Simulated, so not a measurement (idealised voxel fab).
This section sets out a process module, namely voxel fin reveal.
This is section cut - it's 160 nm across, gridded in 5 nm square cells.
Square cells in a grid make up a cross-section in this document, and the grid is given as bands, listed from the top down, each one or more rows of cells. In this notation a band is specified by the heights of its top and bottom, in that order and in nm, after which its materials appear from left to right, each paired with its width in nm. The word "full width" attached to a single material means that material fills the band from edge to edge; the word "air" stands for empty space. Heights are expressed relative to 0, this being the level below which the as-received wafer comprises one material exclusively. The lowest band is unbounded in the downward direction and is denoted as in "z 0 and below". Width: "30..40" (first number = top row, second number = bottom row, same change from row to row of cells). Any step labelled "no change" changed none of the cells in the cross-section. The label "Trapped void list" introduces a list of the empty spaces, 8 cells or larger, that have no open way up to the top; each entry in it reads width x height at distance, where the distance is taken from the left edge and all three are stated in nm. Anything after a step's settings on that line? It's the simulator's own note about the step. Each step line may optionally specify "overlay nm", which for a step with a mask gives the rightward distance between the mask's planned place and where it lay, a negative value indicating the leftward direction.
Steps planned for the process
1 RECEIVE [material Si]
2 CONFORMAL_DEP [material SiN] [thk nm 5]
3 DIRECTIONAL_DEP [material aC] [thk nm 15]
4 PATTERN [tone cover] [mask id FINS] [material resist] [width nm 15] [pitch nm 35] [thk nm 35] [overlay nm 0]
5 DIRECTIONAL_ETCH [etch materials aC] [depth nm 15]
6 STRIP [etch materials resist]
7 DIRECTIONAL_ETCH [etch materials SiN] [depth nm 5]
8 DIRECTIONAL_ETCH [etch materials Si] [depth nm 30]
9 STRIP [etch materials aC]
10 OXIDIZE [depth nm 5]
11 FILL_DEP [material SiO2] [thk nm 10]
12 CMP [height nm -5]
13 SELECTIVE_ETCH [etch materials SiO2] [depth nm 15]
14 STRIP [etch materials SiN]
15 CONFORMAL_DEP [material SiO2] [thk nm 5]
Quick note for whoever runs this: the wafers start identical, but the height nm at step 12 isn't the same across them. The plan just shows what the first wafer had.
The as-received cross-section of the first of several wafers corresponds to the state after step 1
    z 0 and below: Si full width
    Trapped void list: none
Module end state after final step 15: cross-section of the first of several wafers
    z 0 to -5: air: 20, then SiO2: 15, then air: 20, then SiO2: 15, then air: 20, then SiO2: 15, then air: 20, then SiO2: 15, then air: 20
    z -5 to -15: air: 20, then SiO2: 5, then Si: 5, then SiO2: 5, then air: 20, then SiO2: 5, then Si: 5, then SiO2: 5, then air: 20, then SiO2: 5, then Si: 5, then SiO2: 5, then air: 20, then SiO2: 5, then Si: 5, then SiO2: 5, then air: 20
    z -15 to -35: SiO2: 25, then Si: 5, then SiO2: 30, then Si: 5, then SiO2: 30, then Si: 5, then SiO2: 30, then Si: 5, then SiO2: 25
    z -35 and below: Si full width
    Trapped void list: none
End of module: cross-section, last of several wafers
    z 5 to 0: SiO2 full width
    z 0 to -35: SiO2: 25, then Si: 5, then SiO2: 30, then Si: 5, then SiO2: 30, then Si: 5, then SiO2: 30, then Si: 5, then SiO2: 25
    z -35 and below: Si full width
    Trapped void list: none
Gained (+) or lost (-) cells of each material since receipt, then closed voids: one row per wafer, at the end of the module
height nm -5, -200 Si, +140 SiO2, Trapped void list: none
height nm 0, -196 Si, +168 SiO2, Trapped void list: none
height nm 5, -196 Si, +188 SiO2, Trapped void list: none
height nm 10, -196 Si, +208 SiO2, Trapped void list: none
height nm 15, -196 Si, +228 SiO2, Trapped void list: none
